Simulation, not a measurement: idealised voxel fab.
Process module name: voxel wiring stack
FYI the section here is cut, 205 nm wide, cells are 5 nm squares.
This document writes a cross-section as a grid whose cells are square, and gives it as bands, listed from the top down; one or more rows of cells form a band. The band entry comprises the height of the band's top followed by the height of its bottom, expressed in nm, and subsequently the band's materials from left to right, each stated together with its width in nm. Where a single material is marked with the word "throughout", that material fills the band from edge to edge. The word "blank" represents empty space. For the purposes of this specification, 0 denotes the height below which the wafer in its as-received condition is composed wholly of one material, and the lowermost band, lacking a lower limit, extends downward without end, as expressed in "0 and below". You'd read "30 to 40" like this: the band's top row of cells is as wide as the first number, its bottom row is as wide as the second, and going down, every row changes width by the same amount as the row before did. Step marked "nothing changed"? Then no cell in the cross-section changed in it. Basically, "Sealed-off cavities" tells you about the enclosed voids: empty spaces with no open way to the top, 8 cells or bigger, each written width x height at distance, where distance is from the left edge, all in nm. Step line, after settings: the simulator's comment on this step. overlay nm: step with mask; distance mask lay right of planned place; negative value = left of planned place.
[Steps planned for the process]
1: RECEIVE,material Si
2: CONFORMAL_DEP,material SiO2,thk nm 15
3: DIRECTIONAL_DEP,material TiN,thk nm 5
4: DIRECTIONAL_DEP,material W,thk nm 15
5: MASKED_ETCH,tone cover,mask id METAL_1,width nm 25,pitch nm 55,etch materials W,depth nm 15,overlay nm 0
6: MASKED_ETCH,tone cover,mask id METAL_1,width nm 25,pitch nm 55,etch materials TiN,depth nm 5,overlay nm 0
7: CONFORMAL_DEP,material SiCN,thk nm 5
8: FILL_DEP,material SiO2,thk nm 10
9: CMP,height nm 35
10: CONFORMAL_DEP,material SiCN,thk nm 5
11: DIRECTIONAL_DEP,material SiO2,thk nm 20
12: PATTERN,tone open,mask id PLUG_1,material resist,width nm 15,pitch nm 55,thk nm 15,overlay nm 0
13: DIRECTIONAL_ETCH,etch materials SiO2,depth nm 20
14: DIRECTIONAL_ETCH,etch materials SiCN,depth nm 5
15: STRIP,etch materials resist
16: CONFORMAL_DEP,material TiN,thk nm 5
17: FILL_DEP,material Cu,thk nm 5
18: CMP,height nm 60
19: CONFORMAL_DEP,material SiCN,thk nm 5
20: DIRECTIONAL_DEP,material lowk,thk nm 15
21: DIRECTIONAL_DEP,material aC,thk nm 10
22: PATTERN,tone open,mask id METAL_2,material resist,width nm 25,pitch nm 55,thk nm 25,overlay nm 0
23: DIRECTIONAL_ETCH,etch materials aC,depth nm 10
24: STRIP,etch materials resist
25: DIRECTIONAL_ETCH,etch materials lowk,depth nm 15
26: DIRECTIONAL_ETCH,etch materials SiCN,depth nm 5
27: STRIP,etch materials aC
28: CONFORMAL_DEP,material TiN,thk nm 5
29: FILL_DEP,material Cu,thk nm 10
30: CMP,height nm 80
31: CONFORMAL_DEP,material SiCN,thk nm 5
32: DIRECTIONAL_DEP,material SiO2,thk nm 15
33: PATTERN,tone open,mask id PLUG_2,material resist,width nm 15,pitch nm 55,thk nm 20,overlay nm 0
34: DIRECTIONAL_ETCH,etch materials SiO2,depth nm 15
35: DIRECTIONAL_ETCH,etch materials SiCN,depth nm 5
36: STRIP,etch materials resist
37: EPI,material Ru,thk nm 10
38: EPI,material Ru,thk nm 10
39: CONFORMAL_DEP,material SiCN,thk nm 5
40: DIRECTIONAL_DEP,material SiO2,thk nm 20
41: DIRECTIONAL_DEP,material aC,thk nm 10
42: PATTERN,tone open,mask id METAL_3,material resist,width nm 25,pitch nm 55,thk nm 25,overlay nm 0
43: DIRECTIONAL_ETCH,etch materials aC,depth nm 10
44: STRIP,etch materials resist
45: DIRECTIONAL_ETCH,etch materials SiO2,depth nm 20
46: DIRECTIONAL_ETCH,etch materials SiCN,depth nm 5
47: STRIP,etch materials aC
48: CONFORMAL_DEP,material TiN,thk nm 5
49: FILL_DEP,material Ru,thk nm 10
50: CMP,height nm 125
51: CONFORMAL_DEP,material SiN,thk nm 5
[Cross-section of the wafer as it came to us, i.e., already through step 1]
	0 and below = Si throughout
	Sealed-off cavities: none
[This is how the wafer looks in cross-section once the module is done, given the starting state and plan above and one mistake in carrying the plan out]
	130 down to 125 = SiN throughout
	125 down to 105 = 60 SiO2 / 5 TiN / 15 Ru / 5 TiN / 30 SiO2 / 5 TiN / 15 Ru / 5 TiN / 65 SiO2
	105 down to 100 = 60 SiCN / 25 TiN / 30 SiCN / 25 TiN / 65 SiCN
	100 down to 85 = 60 SiO2 / 15 Ru / 40 SiO2 / 15 Ru / 75 SiO2
	85 down to 80 = 60 SiCN / 15 Ru / 40 SiCN / 15 Ru / 75 SiCN
	80 down to 65 = 60 lowk / 5 TiN / 15 Cu / 5 TiN / 30 lowk / 5 TiN / 15 Cu / 5 TiN / 65 lowk
	65 down to 55 = 60 SiCN / 25 to 15 TiN / 30 to 40 SiCN / 25 to 15 TiN / 65 to 75 SiCN
	55 down to 35 = SiO2 throughout
	35 down to 20 = 55 SiO2 / 5 SiCN / 25 W / 5 SiCN / 20 SiO2 / 5 SiCN / 25 W / 5 SiCN / 60 SiO2
	20 down to 15 = 60 SiCN / 25 TiN / 30 SiCN / 25 TiN / 65 SiCN
	15 down to 0 = SiO2 throughout
	0 and below = Si throughout
	Sealed-off cavities: none
The plan and the run diverged here: so 10 and 11 got swapped relative to the plan, each ran where the other was supposed to
